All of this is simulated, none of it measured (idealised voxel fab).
The following is a process module called voxel gate over fins.
Cross-section cut spans 190 nm and uses square cells 5 nm in size.
A cross-section in this document is a grid of square cells, and it is written down as bands, the top band listed before the ones below it; a band is made up of one or more rows of cells. This entry defines a band. It first specifies the height of the band's top and the height of its bottom in nm, and then specifies the band's materials from left to right, stating each material with its width in nm. The word "all across" identifies a single material that fills the band from edge to edge, while the word "blank" identifies empty space. Convention: height 0 is the level below which the wafer, as received, is all one material. The lowest band does not terminate at the bottom but continues downward, represented as "top 0, no bottom". Per-row width for "30->40": begins at first number (top row of band), ends at second number (bottom row), increment between rows held constant. The cross-section has no changed cell in any step marked "identical to before". What "Sealed void list" gives you is every empty space of 8 cells or more that is cut off from the top. Each appears as width x height at distance, with the distance taken from the left edge and width, height and distance all in nm. Text after the settings on a step's line: the simulator's own remark on that step. overlay nm: on a step with a mask, how far right of its planned place the mask lay; negative means left. Guide to the pairs. Each holds a before and an after cross-section around one process step; the after cross-section is cut off at the lowest band that changed. Look under the pair for the step between them and its settings. Pairs can come from different runs of this module on the same starting wafer, so a pair follows on from the one above it only where its entry headed "Before the step" says it does.

### Before the step
    top 10, bottom 0 = 60 nm SiO2 / 15 nm SiN / 35 nm SiO2 / 15 nm SiN / 65 nm SiO2
    top 0, bottom -30 = 60 nm SiO2 / 15 nm Si / 35 nm SiO2 / 15 nm Si / 65 nm SiO2
    top -30, no bottom = Si all across
    Sealed void list: none

### after
    top 25, bottom 10 = 80 nm resist / 25 nm blank / 85 nm resist
    Beneath the level 10, the cross-section is identical to its previous state.
    Sealed void list: none
Step sandwiched between the two cross-sections above: PATTERN [tone open] [mask id RAIL] [material resist] [width nm 25] [thk nm 15] [overlay nm 0]

Before the step: look at the pair above, its after cross-section is where this step starts.

### after
    top 25, bottom 10 = 80 nm resist / 25 nm blank / 85 nm resist
    top 10, bottom 0 = 60 nm SiO2 / 15 nm SiN / 5 nm SiO2 / 25 nm blank / 5 nm SiO2 / 15 nm SiN / 65 nm SiO2
    top 0, bottom -25 = 60 nm SiO2 / 15 nm Si / 5 nm SiO2 / 25 nm blank / 5 nm SiO2 / 15 nm Si / 65 nm SiO2
    Beneath the level -25, the cross-section is identical to its previous state.
    Sealed void list: none
Step sandwiched between the two cross-sections above: DIRECTIONAL_ETCH [etch materials SiO2] [depth nm 35]

Before the step: look at the pair above, its after cross-section is where this step starts.

### after
    top 10, bottom 0 = 60 nm SiO2 / 15 nm SiN / 5 nm SiO2 / 25 nm blank / 5 nm SiO2 / 15 nm SiN / 65 nm SiO2
    Beneath the level 0, the cross-section is identical to its previous state.
    Sealed void list: none
Step sandwiched between the two cross-sections above: STRIP [etch materials resist]

Before the step: look at the pair above, its after cross-section is where this step starts.

### after
    top 15, bottom 10 = 85 nm TiN / 15 nm blank / 90 nm TiN
    top 10, bottom 0 = 60 nm SiO2 / 15 nm SiN / 5 nm SiO2 / 5 nm TiN / 15 nm blank / 5 nm TiN / 5 nm SiO2 / 15 nm SiN / 65 nm SiO2
    top 0, bottom -20 = 60 nm SiO2 / 15 nm Si / 5 nm SiO2 / 5 nm TiN / 15 nm blank / 5 nm TiN / 5 nm SiO2 / 15 nm Si / 65 nm SiO2
    top -20, bottom -25 = 60 nm SiO2 / 15 nm Si / 5 nm SiO2 / 25 nm TiN / 5 nm SiO2 / 15 nm Si / 65 nm SiO2
    Beneath the level -25, the cross-section is identical to its previous state.
    Sealed void list: none
Step sandwiched between the two cross-sections above: CONFORMAL_DEP [material TiN] [thk nm 5]

Before the step: look at the pair above, its after cross-section is where this step starts.

### after
    top 20, bottom 15 = Ru all across
    top 15, bottom 10 = 85 nm TiN / 15 nm Ru / 90 nm TiN
    top 10, bottom 0 = 60 nm SiO2 / 15 nm SiN / 5 nm SiO2 / 5 nm TiN / 15 nm Ru / 5 nm TiN / 5 nm SiO2 / 15 nm SiN / 65 nm SiO2
    top 0, bottom -20 = 60 nm SiO2 / 15 nm Si / 5 nm SiO2 / 5 nm TiN / 15 nm Ru / 5 nm TiN / 5 nm SiO2 / 15 nm Si / 65 nm SiO2
    Beneath the level -20, the cross-section is identical to its previous state.
    Sealed void list: none
Step sandwiched between the two cross-sections above: FILL_DEP [material Ru] [thk nm 5]

Before the step: look at the pair above, its after cross-section is where this step starts.

### after
    top 10, bottom 0 = 60 nm SiO2 / 15 nm SiN / 5 nm SiO2 / 5 nm TiN / 15 nm Ru / 5 nm TiN / 5 nm SiO2 / 15 nm SiN / 65 nm SiO2
    Beneath the level 0, the cross-section is identical to its previous state.
    Sealed void list: none
Step sandwiched between the two cross-sections above: CMP [height nm 10]

Before the step: look at the pair above, its after cross-section is where this step starts.

### after
    top 10, bottom 0 = 60 nm SiO2 / 15 nm SiN / 5 nm SiO2 / 25 nm blank / 5 nm SiO2 / 15 nm SiN / 65 nm SiO2
    top 0, bottom -15 = 60 nm SiO2 / 15 nm Si / 5 nm SiO2 / 25 nm blank / 5 nm SiO2 / 15 nm Si / 65 nm SiO2
    Beneath the level -15, the cross-section is identical to its previous state.
    Sealed void list: none
Step sandwiched between the two cross-sections above: SELECTIVE_ETCH [etch materials W Ru TiN] [depth nm 25]

Before the step: look at the pair above, its after cross-section is where this step starts.

### after
    top 15, bottom 10 = SiO2 all across
    top 10, bottom 0 = 60 nm SiO2 / 15 nm SiN / 35 nm SiO2 / 15 nm SiN / 65 nm SiO2
    top 0, bottom -15 = 60 nm SiO2 / 15 nm Si / 35 nm SiO2 / 15 nm Si / 65 nm SiO2
    Beneath the level -15, the cross-section is identical to its previous state.
    Sealed void list: none
Step sandwiched between the two cross-sections above: FILL_DEP [material SiO2] [thk nm 5]

Before the step: look at the pair above, its after cross-section is where this step starts.

### after
    top 10, bottom 0 = 60 nm SiO2 / 15 nm SiN / 35 nm SiO2 / 15 nm SiN / 65 nm SiO2
    Beneath the level 0, the cross-section is identical to its previous state.
    Sealed void list: none
Step sandwiched between the two cross-sections above: CMP [height nm 10]

Before the step: look at the pair above, its after cross-section is where this step starts.

### after
    top 10, bottom 0 = 60 nm blank / 15 nm SiN / 35 nm blank / 15 nm SiN / 65 nm blank
    top 0, bottom -10 = 60 nm blank / 15 nm Si / 35 nm blank / 15 nm Si / 65 nm blank
    Beneath the level -10, the cross-section is identical to its previous state.
    Sealed void list: none
Step sandwiched between the two cross-sections above: SELECTIVE_ETCH [etch materials SiO2] [depth nm 20]

Before the step: look at the pair above, its after cross-section is where this step starts.

### after
    top 0, bottom -10 = 60 nm blank / 15 nm Si / 35 nm blank / 15 nm Si / 65 nm blank
    Beneath the level -10, the cross-section is identical to its previous state.
    Sealed void list: none
Step sandwiched between the two cross-sections above: STRIP [etch materials SiN]

Before the step: look at the pair above, its after cross-section is where this step starts.

### after
    top 5, bottom 0 = 55 nm blank / 25 nm HfO2 / 25 nm blank / 25 nm HfO2 / 60 nm blank
    top 0, bottom -5 = 55 nm blank / 5 nm HfO2 / 15 nm Si / 5 nm HfO2 / 25 nm blank / 5 nm HfO2 / 15 nm Si / 5 nm HfO2 / 60 nm blank
    top -5, bottom -10 = 60 nm HfO2 / 15 nm Si / 35 nm HfO2 / 15 nm Si / 65 nm HfO2
    Beneath the level -10, the cross-section is identical to its previous state.
    Sealed void list: none
Step sandwiched between the two cross-sections above: CONFORMAL_DEP [material HfO2] [thk nm 5]

Before the step: look at the pair above, its after cross-section is where this step starts.

### after
    top 10, bottom 5 = 50 nm blank / 35 nm TiN / 15 nm blank / 35 nm TiN / 55 nm blank
    top 5, bottom 0 = 50 nm blank / 5 nm TiN / 25 nm HfO2 / 5 nm TiN / 15 nm blank / 5 nm TiN / 25 nm HfO2 / 5 nm TiN / 55 nm blank
    top 0, bottom -5 = 55 nm TiN / 5 nm HfO2 / 15 nm Si / 5 nm HfO2 / 25 nm TiN / 5 nm HfO2 / 15 nm Si / 5 nm HfO2 / 60 nm TiN
    Beneath the level -5, the cross-section is identical to its previous state.
    Sealed void list: none
Step sandwiched between the two cross-sections above: CONFORMAL_DEP [material TiN] [thk nm 5]

Before the step: look at the pair above, its after cross-section is where this step starts.

### after
    top 20, bottom 10 = W all across
    top 10, bottom 5 = 50 nm W / 35 nm TiN / 15 nm W / 35 nm TiN / 55 nm W
    top 5, bottom 0 = 50 nm W / 5 nm TiN / 25 nm HfO2 / 5 nm TiN / 15 nm W / 5 nm TiN / 25 nm HfO2 / 5 nm TiN / 55 nm W
    Beneath the level 0, the cross-section is identical to its previous state.
    Sealed void list: none
Step sandwiched between the two cross-sections above: FILL_DEP [material W] [thk nm 10]

Before the step: look at the pair above, its after cross-section is where this step starts.

### after
    top 15, bottom 10 = W all across
    Beneath the level 10, the cross-section is identical to its previous state.
    Sealed void list: none
Step sandwiched between the two cross-sections above: CMP [height nm 15]

Before the step: look at the pair above, its after cross-section is where this step starts.

### after
    top 25, bottom 15 = SiCN all across
    Beneath the level 15, the cross-section is identical to its previous state.
    Sealed void list: none
Step sandwiched between the two cross-sections above: CONFORMAL_DEP [material SiCN] [thk nm 10]

### Before the step
    top 10, bottom 0 = SiN all across
    top 0, no bottom = Si all across
    Sealed void list: none

### after
    top 30, bottom 10 = 65 nm blank / 15 nm resist / 35 nm blank / 15 nm resist / 60 nm blank
    Beneath the level 10, the cross-section is identical to its previous state.
    Sealed void list: none
Step sandwiched between the two cross-sections above: PATTERN [tone cover] [mask id FINS] [material resist] [width nm 15] [pitch nm 50] [thk nm 20] [overlay nm 5]

Before the step: look at the pair above, its after cross-section is where this step starts.

### after
    top 30, bottom 10 = 65 nm blank / 15 nm resist / 35 nm blank / 15 nm resist / 60 nm blank
    top 10, bottom 0 = 65 nm blank / 15 nm SiN / 35 nm blank / 15 nm SiN / 60 nm blank
    Beneath the level 0, the cross-section is identical to its previous state.
    Sealed void list: none
Step sandwiched between the two cross-sections above: DIRECTIONAL_ETCH [etch materials SiN] [depth nm 10]

Before the step: look at the pair above, its after cross-section is where this step starts.

### after
    top 30, bottom 10 = 65 nm blank / 15 nm resist / 35 nm blank / 15 nm resist / 60 nm blank
    top 10, bottom 0 = 65 nm blank / 15 nm SiN / 35 nm blank / 15 nm SiN / 60 nm blank
    top 0, bottom -30 = 65 nm blank / 15 nm Si / 35 nm blank / 15 nm Si / 60 nm blank
    Beneath the level -30, the cross-section is identical to its previous state.
    Sealed void list: none
Step sandwiched between the two cross-sections above: DIRECTIONAL_ETCH [etch materials Si] [depth nm 30]

Before the step: look at the pair above, its after cross-section is where this step starts.

### after
    top 10, bottom 0 = 65 nm blank / 15 nm SiN / 35 nm blank / 15 nm SiN / 60 nm blank
    Beneath the level 0, the cross-section is identical to its previous state.
    Sealed void list: none
Step sandwiched between the two cross-sections above: STRIP [etch materials resist]

Before the step: look at the pair above, its after cross-section is where this step starts.

### after
    top 15, bottom 10 = SiO2 all across
    top 10, bottom 0 = 65 nm SiO2 / 15 nm SiN / 35 nm SiO2 / 15 nm SiN / 60 nm SiO2
    top 0, bottom -30 = 65 nm SiO2 / 15 nm Si / 35 nm SiO2 / 15 nm Si / 60 nm SiO2
    Beneath the level -30, the cross-section is identical to its previous state.
    Sealed void list: none
Step sandwiched between the two cross-sections above: FILL_DEP [material SiO2] [thk nm 5]

Before the step: look at the pair above, its after cross-section is where this step starts.

### after
    top 10, bottom 0 = 65 nm SiO2 / 15 nm SiN / 35 nm SiO2 / 15 nm SiN / 60 nm SiO2
    Beneath the level 0, the cross-section is identical to its previous state.
    Sealed void list: none
Step sandwiched between the two cross-sections above: CMP [height nm 10]

Before the step: look at the pair above, its after cross-section is where this step starts.

### after
    top 25, bottom 10 = 85 nm resist / 15 nm blank / 90 nm resist
    Beneath the level 10, the cross-section is identical to its previous state.
    Sealed void list: none
Step sandwiched between the two cross-sections above: PATTERN [tone open] [mask id RAIL] [material resist] [width nm 15] [thk nm 15] [overlay nm 0]

Before the step: look at the pair above, its after cross-section is where this step starts.

### after
    top 25, bottom 10 = 85 nm resist / 15 nm blank / 90 nm resist
    top 10, bottom 0 = 65 nm SiO2 / 15 nm SiN / 5 nm SiO2 / 15 nm blank / 15 nm SiO2 / 15 nm SiN / 60 nm SiO2
    top 0, bottom -25 = 65 nm SiO2 / 15 nm Si / 5 nm SiO2 / 15 nm blank / 15 nm SiO2 / 15 nm Si / 60 nm SiO2
    Beneath the level -25, the cross-section is identical to its previous state.
    Sealed void list: none
Step sandwiched between the two cross-sections above: DIRECTIONAL_ETCH [etch materials SiO2] [depth nm 35]

Before the step: look at the pair above, its after cross-section is where this step starts.

### after
    top 10, bottom 0 = 65 nm SiO2 / 15 nm SiN / 5 nm SiO2 / 15 nm blank / 15 nm SiO2 / 15 nm SiN / 60 nm SiO2
    Beneath the level 0, the cross-section is identical to its previous state.
    Sealed void list: none
Step sandwiched between the two cross-sections above: STRIP [etch materials resist]

Before the step: look at the pair above, its after cross-section is where this step starts.

### after
    top 15, bottom 10 = 90 nm TiN / 5 nm blank / 95 nm TiN
    top 10, bottom 0 = 65 nm SiO2 / 15 nm SiN / 5 nm SiO2 / 5 nm TiN / 5 nm blank / 5 nm TiN / 15 nm SiO2 / 15 nm SiN / 60 nm SiO2
    top 0, bottom -20 = 65 nm SiO2 / 15 nm Si / 5 nm SiO2 / 5 nm TiN / 5 nm blank / 5 nm TiN / 15 nm SiO2 / 15 nm Si / 60 nm SiO2
    top -20, bottom -25 = 65 nm SiO2 / 15 nm Si / 5 nm SiO2 / 15 nm TiN / 15 nm SiO2 / 15 nm Si / 60 nm SiO2
    Beneath the level -25, the cross-section is identical to its previous state.
    Sealed void list: none
Step sandwiched between the two cross-sections above: CONFORMAL_DEP [material TiN] [thk nm 5]

Before the step: look at the pair above, its after cross-section is where this step starts.

### after
    top 20, bottom 15 = Ru all across
    top 15, bottom 10 = 90 nm TiN / 5 nm Ru / 95 nm TiN
    top 10, bottom 0 = 65 nm SiO2 / 15 nm SiN / 5 nm SiO2 / 5 nm TiN / 5 nm Ru / 5 nm TiN / 15 nm SiO2 / 15 nm SiN / 60 nm SiO2
    top 0, bottom -20 = 65 nm SiO2 / 15 nm Si / 5 nm SiO2 / 5 nm TiN / 5 nm Ru / 5 nm TiN / 15 nm SiO2 / 15 nm Si / 60 nm SiO2
    Beneath the level -20, the cross-section is identical to its previous state.
    Sealed void list: none
Step sandwiched between the two cross-sections above: FILL_DEP [material Ru] [thk nm 5]

Before the step: look at the pair above, its after cross-section is where this step starts.

### after
    top 10, bottom 0 = 65 nm SiO2 / 15 nm SiN / 5 nm SiO2 / 5 nm TiN / 5 nm Ru / 5 nm TiN / 15 nm SiO2 / 15 nm SiN / 60 nm SiO2
    Beneath the level 0, the cross-section is identical to its previous state.
    Sealed void list: none
Step sandwiched between the two cross-sections above: CMP [height nm 10]

Before the step: look at the pair above, its after cross-section is where this step starts.

### after
    top 10, bottom 0 = 65 nm SiO2 / 15 nm SiN / 5 nm SiO2 / 15 nm blank / 15 nm SiO2 / 15 nm SiN / 60 nm SiO2
    top 0, bottom -15 = 65 nm SiO2 / 15 nm Si / 5 nm SiO2 / 15 nm blank / 15 nm SiO2 / 15 nm Si / 60 nm SiO2
    Beneath the level -15, the cross-section is identical to its previous state.
    Sealed void list: none
Step sandwiched between the two cross-sections above: SELECTIVE_ETCH [etch materials W Ru TiN] [depth nm 25]

Before the step: look at the pair above, its after cross-section is where this step starts.

### after
    top 15, bottom 10 = SiO2 all across
    top 10, bottom 0 = 65 nm SiO2 / 15 nm SiN / 35 nm SiO2 / 15 nm SiN / 60 nm SiO2
    top 0, bottom -15 = 65 nm SiO2 / 15 nm Si / 35 nm SiO2 / 15 nm Si / 60 nm SiO2
    Beneath the level -15, the cross-section is identical to its previous state.
    Sealed void list: none
Step sandwiched between the two cross-sections above: FILL_DEP [material SiO2] [thk nm 5]

Before the step: look at the pair above, its after cross-section is where this step starts.

### after
    top 10, bottom 0 = 65 nm SiO2 / 15 nm SiN / 35 nm SiO2 / 15 nm SiN / 60 nm SiO2
    Beneath the level 0, the cross-section is identical to its previous state.
    Sealed void list: none
Step sandwiched between the two cross-sections above: CMP [height nm 10]

Before the step: look at the pair above, its after cross-section is where this step starts.

### after
    top 10, bottom 0 = 65 nm blank / 15 nm SiN / 35 nm blank / 15 nm SiN / 60 nm blank
    top 0, bottom -10 = 65 nm blank / 15 nm Si / 35 nm blank / 15 nm Si / 60 nm blank
    Beneath the level -10, the cross-section is identical to its previous state.
    Sealed void list: none
Step sandwiched between the two cross-sections above: SELECTIVE_ETCH [etch materials SiO2] [depth nm 20]

Before the step: look at the pair above, its after cross-section is where this step starts.

### after
    top 0, bottom -10 = 65 nm blank / 15 nm Si / 35 nm blank / 15 nm Si / 60 nm blank
    Beneath the level -10, the cross-section is identical to its previous state.
    Sealed void list: none
Step sandwiched between the two cross-sections above: STRIP [etch materials SiN]

Before the step: look at the pair above, its after cross-section is where this step starts.

### after
    top 5, bottom 0 = 60 nm blank / 25 nm HfO2 / 25 nm blank / 25 nm HfO2 / 55 nm blank
    top 0, bottom -5 = 60 nm blank / 5 nm HfO2 / 15 nm Si / 5 nm HfO2 / 25 nm blank / 5 nm HfO2 / 15 nm Si / 5 nm HfO2 / 55 nm blank
    top -5, bottom -10 = 65 nm HfO2 / 15 nm Si / 35 nm HfO2 / 15 nm Si / 60 nm HfO2
    Beneath the level -10, the cross-section is identical to its previous state.
    Sealed void list: none
Step sandwiched between the two cross-sections above: CONFORMAL_DEP [material HfO2] [thk nm 5]

Before the step: look at the pair above, its after cross-section is where this step starts.

### after
    top 10, bottom 5 = 55 nm blank / 35 nm TiN / 15 nm blank / 35 nm TiN / 50 nm blank
    top 5, bottom 0 = 55 nm blank / 5 nm TiN / 25 nm HfO2 / 5 nm TiN / 15 nm blank / 5 nm TiN / 25 nm HfO2 / 5 nm TiN / 50 nm blank
    top 0, bottom -5 = 60 nm TiN / 5 nm HfO2 / 15 nm Si / 5 nm HfO2 / 25 nm TiN / 5 nm HfO2 / 15 nm Si / 5 nm HfO2 / 55 nm TiN
    Beneath the level -5, the cross-section is identical to its previous state.
    Sealed void list: none
Step sandwiched between the two cross-sections above: CONFORMAL_DEP [material TiN] [thk nm 5]

Before the step: look at the pair above, its after cross-section is where this step starts.

### after
    top 20, bottom 10 = W all across
    top 10, bottom 5 = 55 nm W / 35 nm TiN / 15 nm W / 35 nm TiN / 50 nm W
    top 5, bottom 0 = 55 nm W / 5 nm TiN / 25 nm HfO2 / 5 nm TiN / 15 nm W / 5 nm TiN / 25 nm HfO2 / 5 nm TiN / 50 nm W
    Beneath the level 0, the cross-section is identical to its previous state.
    Sealed void list: none
Step sandwiched between the two cross-sections above: FILL_DEP [material W] [thk nm 10]

Before the step: look at the pair above, its after cross-section is where this step starts.

### after
    top 15, bottom 10 = W all across
    Beneath the level 10, the cross-section is identical to its previous state.
    Sealed void list: none
Step sandwiched between the two cross-sections above: CMP [height nm 15]

Before the step: look at the pair above, its after cross-section is where this step starts.

### after
    top 25, bottom 15 = SiCN all across
    Beneath the level 15, the cross-section is identical to its previous state.
    Sealed void list: none
Step sandwiched between the two cross-sections above: CONFORMAL_DEP [material SiCN] [thk nm 10]

### Before the step
    top 15, bottom 10 = W all across
    top 10, bottom 5 = 50 nm W / 35 nm TiN / 15 nm W / 35 nm TiN / 55 nm W
    top 5, bottom 0 = 50 nm W / 5 nm TiN / 25 nm HfO2 / 5 nm TiN / 15 nm W / 5 nm TiN / 25 nm HfO2 / 5 nm TiN / 55 nm W
    top 0, bottom -5 = 55 nm TiN / 5 nm HfO2 / 15 nm Si / 5 nm HfO2 / 25 nm TiN / 5 nm HfO2 / 15 nm Si / 5 nm HfO2 / 60 nm TiN
    top -5, bottom -10 = 60 nm HfO2 / 15 nm Si / 35 nm HfO2 / 15 nm Si / 65 nm HfO2
    top -10, bottom -15 = 60 nm SiO2 / 15 nm Si / 35 nm SiO2 / 15 nm Si / 65 nm SiO2
    top -15, bottom -20 = 60 nm SiO2 / 15 nm Si / 10 nm SiO2 / 5 nm TiN / 5 nm Ru / 5 nm TiN / 10 nm SiO2 / 15 nm Si / 65 nm SiO2
    top -20, bottom -25 = 60 nm SiO2 / 15 nm Si / 10 nm SiO2 / 15 nm TiN / 10 nm SiO2 / 15 nm Si / 65 nm SiO2
    top -25, bottom -30 = 60 nm SiO2 / 15 nm Si / 35 nm SiO2 / 15 nm Si / 65 nm SiO2
    top -30, no bottom = Si all across
    Sealed void list: none

### after
    top 25, bottom 15 = TiN all across
    Beneath the level 15, the cross-section is identical to its previous state.
    Sealed void list: none
Step sandwiched between the two cross-sections above: CONFORMAL_DEP [material TiN] [thk nm 10]

### Before the step
    top 10, bottom 0 = SiN all across
    top 0, no bottom = Si all across
    Sealed void list: none

### after
    top 30, bottom 10 = 60 nm resist / 15 nm blank / 35 nm resist / 15 nm blank / 65 nm resist
    Beneath the level 10, the cross-section is identical to its previous state.
    Sealed void list: none
Step sandwiched between the two cross-sections above: PATTERN [tone open] [mask id FINS] [material resist] [width nm 15] [pitch nm 50] [thk nm 20] [overlay nm 0]

Before the step: look at the pair above, its after cross-section is where this step starts.

### after
    top 30, bottom 10 = 60 nm resist / 15 nm blank / 35 nm resist / 15 nm blank / 65 nm resist
    top 10, bottom 0 = 60 nm SiN / 15 nm blank / 35 nm SiN / 15 nm blank / 65 nm SiN
    Beneath the level 0, the cross-section is identical to its previous state.
    Sealed void list: none
Step sandwiched between the two cross-sections above: DIRECTIONAL_ETCH [etch materials SiN] [depth nm 10]

Before the step: look at the pair above, its after cross-section is where this step starts.

### after
    top 30, bottom 10 = 60 nm resist / 15 nm blank / 35 nm resist / 15 nm blank / 65 nm resist
    top 10, bottom 0 = 60 nm SiN / 15 nm blank / 35 nm SiN / 15 nm blank / 65 nm SiN
    top 0, bottom -30 = 60 nm Si / 15 nm blank / 35 nm Si / 15 nm blank / 65 nm Si
    Beneath the level -30, the cross-section is identical to its previous state.
    Sealed void list: none
Step sandwiched between the two cross-sections above: DIRECTIONAL_ETCH [etch materials Si] [depth nm 30]

Before the step: look at the pair above, its after cross-section is where this step starts.

### after
    top 10, bottom 0 = 60 nm SiN / 15 nm blank / 35 nm SiN / 15 nm blank / 65 nm SiN
    Beneath the level 0, the cross-section is identical to its previous state.
    Sealed void list: none
Step sandwiched between the two cross-sections above: STRIP [etch materials resist]

Before the step: look at the pair above, its after cross-section is where this step starts.

### after
    top 15, bottom 10 = SiO2 all across
    top 10, bottom 0 = 60 nm SiN / 15 nm SiO2 / 35 nm SiN / 15 nm SiO2 / 65 nm SiN
    top 0, bottom -30 = 60 nm Si / 15 nm SiO2 / 35 nm Si / 15 nm SiO2 / 65 nm Si
    Beneath the level -30, the cross-section is identical to its previous state.
    Sealed void list: none
Step sandwiched between the two cross-sections above: FILL_DEP [material SiO2] [thk nm 5]

Before the step: look at the pair above, its after cross-section is where this step starts.

### after
    top 10, bottom 0 = 60 nm SiN / 15 nm SiO2 / 35 nm SiN / 15 nm SiO2 / 65 nm SiN
    Beneath the level 0, the cross-section is identical to its previous state.
    Sealed void list: none
Step sandwiched between the two cross-sections above: CMP [height nm 10]

Before the step: look at the pair above, its after cross-section is where this step starts.

### after
    top 25, bottom 10 = 85 nm resist / 15 nm blank / 90 nm resist
    Beneath the level 10, the cross-section is identical to its previous state.
    Sealed void list: none
Step sandwiched between the two cross-sections above: PATTERN [tone open] [mask id RAIL] [material resist] [width nm 15] [thk nm 15] [overlay nm 0]

Before the step: look at the pair above, its after cross-section is where this step starts.

### after
    top 10, bottom 0 = 60 nm SiN / 15 nm SiO2 / 35 nm SiN / 15 nm SiO2 / 65 nm SiN
    Beneath the level 0, the cross-section is identical to its previous state.
    Sealed void list: none
Step sandwiched between the two cross-sections above: STRIP [etch materials resist]

Before the step: look at the pair above, its after cross-section is where this step starts.

### after
    top 15, bottom 10 = TiN all across
    Beneath the level 10, the cross-section is identical to its previous state.
    Sealed void list: none
Step sandwiched between the two cross-sections above: CONFORMAL_DEP [material TiN] [thk nm 5]

Before the step: look at the pair above, its after cross-section is where this step starts.

### after
    top 20, bottom 15 = Ru all across
    Beneath the level 15, the cross-section is identical to its previous state.
    Sealed void list: none
Step sandwiched between the two cross-sections above: FILL_DEP [material Ru] [thk nm 5]

Before the step: look at the pair above, its after cross-section is where this step starts.

### after
    top 10, bottom 0 = 60 nm SiN / 15 nm SiO2 / 35 nm SiN / 15 nm SiO2 / 65 nm SiN
    Beneath the level 0, the cross-section is identical to its previous state.
    Sealed void list: none
Step sandwiched between the two cross-sections above: CMP [height nm 10]

Before the step: look at the pair above, its after cross-section is where this step starts.

### after
    top 15, bottom 10 = SiO2 all across
    Beneath the level 10, the cross-section is identical to its previous state.
    Sealed void list: none
Step sandwiched between the two cross-sections above: FILL_DEP [material SiO2] [thk nm 5]

### Before the step
    top 10, bottom 0 = 60 nm SiN / 15 nm SiO2 / 35 nm SiN / 15 nm SiO2 / 65 nm SiN
    top 0, bottom -30 = 60 nm Si / 15 nm SiO2 / 35 nm Si / 15 nm SiO2 / 65 nm Si
    top -30, no bottom = Si all across
    Sealed void list: none

### after
    top 10, bottom 0 = 60 nm SiN / 15 nm blank / 35 nm SiN / 15 nm blank / 65 nm SiN
    top 0, bottom -10 = 60 nm Si / 15 nm blank / 35 nm Si / 15 nm blank / 65 nm Si
    Beneath the level -10, the cross-section is identical to its previous state.
    Sealed void list: none
Step sandwiched between the two cross-sections above: SELECTIVE_ETCH [etch materials SiO2] [depth nm 20]

Before the step: look at the pair above, its after cross-section is where this step starts.

### after
    top 0, bottom -10 = 60 nm Si / 15 nm blank / 35 nm Si / 15 nm blank / 65 nm Si
    Beneath the level -10, the cross-section is identical to its previous state.
    Sealed void list: none
Step sandwiched between the two cross-sections above: STRIP [etch materials SiN]

Before the step: look at the pair above, its after cross-section is where this step starts.

### after
    top 5, bottom 0 = 65 nm HfO2 / 5 nm blank / 45 nm HfO2 / 5 nm blank / 70 nm HfO2
    top 0, bottom -5 = 60 nm Si / 5 nm HfO2 / 5 nm blank / 5 nm HfO2 / 35 nm Si / 5 nm HfO2 / 5 nm blank / 5 nm HfO2 / 65 nm Si
    top -5, bottom -10 = 60 nm Si / 15 nm HfO2 / 35 nm Si / 15 nm HfO2 / 65 nm Si
    Beneath the level -10, the cross-section is identical to its previous state.
    Sealed void list: none
Step sandwiched between the two cross-sections above: CONFORMAL_DEP [material HfO2] [thk nm 5]

Before the step: look at the pair above, its after cross-section is where this step starts.

### after
    top 10, bottom 5 = TiN all across
    top 5, bottom 0 = 65 nm HfO2 / 5 nm TiN / 45 nm HfO2 / 5 nm TiN / 70 nm HfO2
    top 0, bottom -5 = 60 nm Si / 5 nm HfO2 / 5 nm TiN / 5 nm HfO2 / 35 nm Si / 5 nm HfO2 / 5 nm TiN / 5 nm HfO2 / 65 nm Si
    Beneath the level -5, the cross-section is identical to its previous state.
    Sealed void list: none
Step sandwiched between the two cross-sections above: CONFORMAL_DEP [material TiN] [thk nm 5]

Before the step: look at the pair above, its after cross-section is where this step starts.

### after
    top 20, bottom 10 = W all across
    Beneath the level 10, the cross-section is identical to its previous state.
    Sealed void list: none
Step sandwiched between the two cross-sections above: FILL_DEP [material W] [thk nm 10]

Before the step: look at the pair above, its after cross-section is where this step starts.

### after
    top 15, bottom 10 = W all across
    Beneath the level 10, the cross-section is identical to its previous state.
    Sealed void list: none
Step sandwiched between the two cross-sections above: CMP [height nm 15]

Before the step: look at the pair above, its after cross-section is where this step starts.

### after
    top 25, bottom 15 = SiCN all across
    Beneath the level 15, the cross-section is identical to its previous state.
    Sealed void list: none
Step sandwiched between the two cross-sections above: CONFORMAL_DEP [material SiCN] [thk nm 10]
